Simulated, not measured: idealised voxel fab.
Proc. module: voxel transistor to metal
This is section cut - it's 185 nm across, gridded in 5 nm square cells.
Just so we're on the same page, the cross-sections are grids of square cells, and they're listed out in bands top to bottom, each band one or more rows deep. Read a band's entry like this: the first values are the height of its top and the height of its bottom in nm, and what follows is the sequence of materials from left to right, each with its width in nm. Note that "blank" is empty space, and that a single material marked "all across" reaches across the band from edge to edge. Zero point of the height axis is 0; under it, received wafer = one material. Lowest band: continues down indefinitely, "0 and below". The notation "30 to 40" denotes a width that varies across the rows of cells in the band, beginning at the first number in the top row, finishing at the second number in the bottom row, and changing by an identical amount from each row to the next. What does "nothing different" mean for a step? It means no cell of the cross-section changed in that step. "Unvented voids": sealed empty spaces, 8 cells or more, no open way to top, listed width x height at distance, with distance from the left edge and width, height and distance in nm. Note: text after step settings on the step line = simulator remark on that step. Each step line may optionally specify "overlay nm", which for a step with a mask gives the rightward distance between the mask's planned place and where it lay, a negative value indicating the leftward direction.
LISTED BELOW ARE THE PROCESS STEPS AS PLANNED
1,RECEIVE (material Si)
2,OXIDIZE (depth nm 5)
3,CONFORMAL_DEP (material SiN; thk nm 10)
4,MASKED_ETCH (tone cover; mask id ACTIVE; width nm 100; etch materials SiN; depth nm 10; overlay nm 0)
5,MASKED_ETCH (tone cover; mask id ACTIVE; width nm 100; etch materials SiO2; depth nm 5; overlay nm 0)
6,MASKED_ETCH (tone cover; mask id ACTIVE; width nm 100; etch materials Si; depth nm 20; overlay nm 0)
7,OXIDIZE (depth nm 5)
8,FILL_DEP (material SiO2; thk nm 10)
9,CMP (height nm 10)
10,SELECTIVE_ETCH (etch materials SiO2; depth nm 10)
11,STRIP (etch materials SiN)
12,SELECTIVE_ETCH (etch materials SiO2; depth nm 5)
13,OXIDIZE (depth nm 5)
14,DIRECTIONAL_DEP (material polySi; thk nm 25)
15,DIRECTIONAL_DEP (material SiCN; thk nm 15)
16,PATTERN (tone cover; mask id GATE; material resist; width nm 20; thk nm 20; overlay nm 0)
17,DIRECTIONAL_ETCH (etch materials SiCN; depth nm 25)
18,DIRECTIONAL_ETCH (etch materials polySi; depth nm 35)
19,STRIP (etch materials resist)
20,CONFORMAL_DEP (material SiN; thk nm 5)
21,DIRECTIONAL_ETCH (etch materials SiN; depth nm 5)
22,DIRECTIONAL_ETCH (etch materials SiO2; depth nm 5)
23,DIRECTIONAL_ETCH (etch materials Si; depth nm 10)
24,EPI (material nSi; thk nm 15)
25,FILL_DEP (material SiO2; thk nm 10)
26,CMP (height nm 35)
27,DIRECTIONAL_DEP (material SiO2; thk nm 15)
28,DIRECTIONAL_DEP (material aC; thk nm 10)
29,PATTERN (tone open; mask id CONTACT; material resist; width nm 15; pitch nm 75; thk nm 25; overlay nm 0)
30,DIRECTIONAL_ETCH (etch materials aC; depth nm 10)
31,STRIP (etch materials resist)
32,DIRECTIONAL_ETCH (etch materials SiO2; depth nm 55)
33,STRIP (etch materials aC)
34,CONFORMAL_DEP (material TiN; thk nm 5)
35,FILL_DEP (material W; thk nm 10)
36,CMP (height nm 50)
37,CONFORMAL_DEP (material SiCN; thk nm 5)
38,DIRECTIONAL_DEP (material lowk; thk nm 25)
39,PATTERN (tone open; mask id METAL_1; material resist; width nm 15; pitch nm 75; thk nm 20; overlay nm 0)
40,DIRECTIONAL_ETCH (etch materials lowk; depth nm 25)
41,DIRECTIONAL_ETCH (etch materials SiCN; depth nm 5)
42,STRIP (etch materials resist)
43,CONFORMAL_DEP (material TiN; thk nm 5)
44,FILL_DEP (material Ru; thk nm 5)
45,CMP (height nm 80)
46,CONFORMAL_DEP (material SiN; thk nm 5)
WAFER CROSS-SECTION ON RECEIPT, I.E. AFTER STEP 1
* 0 and below | Si all across
* Unvented voids: none
SECTIONED VIEW, FIRST OF TWO WAFERS, AT THE CLOSE OF THE MODULE, PROCESSED AS INTENDED IN THE PLAN
* 85 down to 80 | SiN all across
* 80 down to 55 | 45 lowk, 5 TiN, 5 Ru, 5 TiN, 60 lowk, 5 TiN, 5 Ru, 5 TiN, 50 lowk
* 55 down to 50 | 45 SiCN, 15 TiN, 60 SiCN, 15 TiN, 50 SiCN
* 50 down to 35 | 45 SiO2, 5 TiN, 5 W, 5 TiN, 60 SiO2, 5 TiN, 5 W, 5 TiN, 50 SiO2
* 35 down to 20 | 45 SiO2, 5 TiN, 5 W, 5 TiN, 15 SiO2, 5 SiN, 20 SiCN, 5 SiN, 15 SiO2, 5 TiN, 5 W, 5 TiN, 50 SiO2
* 20 down to 5 | 45 SiO2, 5 TiN, 5 W, 5 TiN, 15 SiO2, 5 SiN, 20 polySi, 5 SiN, 15 SiO2, 5 TiN, 5 W, 5 TiN, 50 SiO2
* 5 down to 0 | 45 SiO2, 5 TiN, 5 W, 5 TiN, 15 nSi, 5 SiN, 20 polySi, 5 SiN, 15 nSi, 5 TiN, 5 W, 5 TiN, 50 SiO2
* 0 down to -5 | 45 SiO2, 15 TiN, 15 nSi, 5 SiN, 20 polySi, 5 SiN, 15 nSi, 15 TiN, 50 SiO2
* -5 down to -10 | 40 SiO2, 35 nSi, 30 SiO2, 35 nSi, 45 SiO2
* -10 down to -20 | 45 SiO2, 30 nSi, 30 Si, 30 nSi, 50 SiO2
* -20 down to -30 | 45 SiO2, 90 Si, 50 SiO2
* -30 and below | Si all across
* Unvented voids: none
NOW THE SECOND WAFER, CROSS-SECTIONED AT THE END OF THE MODULE. NOTHING DIFFERENT AT THE START, NOTHING DIFFERENT IN THE PLAN COMPARED WITH THE FIRST, JUST ONE MISTAKE WHEN IT WAS ACTUALLY RUN
* 80 down to 75 | SiN all across
* 75 down to 55 | 45 lowk, 5 TiN, 5 Ru, 5 TiN, 60 lowk, 5 TiN, 5 Ru, 5 TiN, 50 lowk
* 55 down to 50 | 45 SiCN, 15 TiN, 60 SiCN, 15 TiN, 50 SiCN
* 50 down to 35 | 45 SiO2, 5 TiN, 5 W, 5 TiN, 60 SiO2, 5 TiN, 5 W, 5 TiN, 50 SiO2
* 35 down to 20 | 45 SiO2, 5 TiN, 5 W, 5 TiN, 15 SiO2, 5 SiN, 20 SiCN, 5 SiN, 15 SiO2, 5 TiN, 5 W, 5 TiN, 50 SiO2
* 20 down to 5 | 45 SiO2, 5 TiN, 5 W, 5 TiN, 15 SiO2, 5 SiN, 20 polySi, 5 SiN, 15 SiO2, 5 TiN, 5 W, 5 TiN, 50 SiO2
* 5 down to 0 | 45 SiO2, 5 TiN, 5 W, 5 TiN, 15 nSi, 5 SiN, 20 polySi, 5 SiN, 15 nSi, 5 TiN, 5 W, 5 TiN, 50 SiO2
* 0 down to -5 | 45 SiO2, 15 TiN, 15 nSi, 5 SiN, 20 polySi, 5 SiN, 15 nSi, 15 TiN, 50 SiO2
* -5 down to -10 | 40 SiO2, 35 nSi, 30 SiO2, 35 nSi, 45 SiO2
* -10 down to -20 | 45 SiO2, 30 nSi, 30 Si, 30 nSi, 50 SiO2
* -20 down to -30 | 45 SiO2, 90 Si, 50 SiO2
* -30 and below | Si all across
* Unvented voids: none
Which mistake was made when the wafer was run? step 45 ran differently from the plan; actual operation with settings: CMP (height nm 75)
At the finish, the second wafer shows more or fewer cells for some materials than the first does: Ru -2 | TiN -4 | lowk -31
